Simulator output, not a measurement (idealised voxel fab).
You're looking at the process module voxel released beams.
260 nm wide, 5 nm square cells: that's cross-section cut.
Format of a cross-section: grid, square cells. Given as bands. Order: top down. Band: one or more rows of cells.
A band entry consists of two parts. The first gives the height of the band's top and the height of its bottom, in nm. The rest lists the band's materials from left to right, each with its width in nm. A single material labelled with the word "everywhere" fills the band from edge to edge, and the word "empty" marks empty space.
A quick word on heights: they are counted from 0, and under that level the wafer as it came to us is one material throughout. The lowest band is different from the rest in having no bottom; it simply continues downward, written as in "0..down".
Top row gets the first number, bottom row gets the second, and each row in between changes by the same step: that is how a band width like "30->40" works.
Step note "no change" = no cross-section cell changed.
"closed voids" - sealed voids, min. 8 cells, no opening to top; format: width x height at distance (distance from left edge; nm throughout).
Whatever follows a step's settings on its line is a remark the simulator itself makes about that step.
Regarding "overlay nm": on a step with a mask, it is the distance the mask lay to the right of its planned place; a negative value places it to the left.
-- Intended process steps
- 1: RECEIVE: material Si
- 2: CONFORMAL_DEP: material SiN, thk nm 10
- 3: DIRECTIONAL_DEP: material SiO2, thk nm 20
- 4: PATTERN: tone open, mask id ANCHOR, material resist, width nm 45, thk nm 15, overlay nm 0
- 5: DIRECTIONAL_ETCH: etch materials SiO2, depth nm 20
- 6: STRIP: etch materials resist
- 7: CONFORMAL_DEP: material polySi, thk nm 15
- 8: DIRECTIONAL_DEP: material aC, thk nm 10
- 9: PATTERN: tone cover, mask id BEAM, material resist, width nm 95, thk nm 25, overlay nm 0
- 10: DIRECTIONAL_ETCH: etch materials aC, depth nm 10
- 11: STRIP: etch materials resist
- 12: DIRECTIONAL_ETCH: etch materials polySi, depth nm 15
- 13: STRIP: etch materials aC
- 14: STRIP: etch materials SiO2
-- Step 1 complete: cross-section of the wafer as received
    0..down = Si everywhere
    closed voids: none
-- Cross-sectional view of the first of the two wafers upon completion of the module, processed in accordance with the plan
    45..30 = 80 of empty | 20 of polySi | 15 of empty | 60 of polySi | 85 of empty
    30..25 = 85 of empty | 15 of polySi | 15 of empty | 15 of polySi | 130 of empty
    25..10 = 85 of empty | 45 of polySi | 130 of empty
    10..0 = SiN everywhere
    0..down = Si everywhere
    closed voids: none
-- So this is wafer number two of the two, cut at the end of the module - it started where the first did and had the same plan, we just got one thing wrong running it
    60..45 = 80 of empty | 95 of polySi | 85 of empty
    45..30 = polySi everywhere
    30..10 = 85 of SiO2 | 45 of polySi | 130 of SiO2
    10..0 = SiN everywhere
    0..down = Si everywhere
    closed voids: none
Where did the run depart from the plan? heads up, step 7 of the plan got done twice
The final cell counts differ between the wafers, with the second having more or fewer of some materials than the first: SiO2 +172 | polySi +168
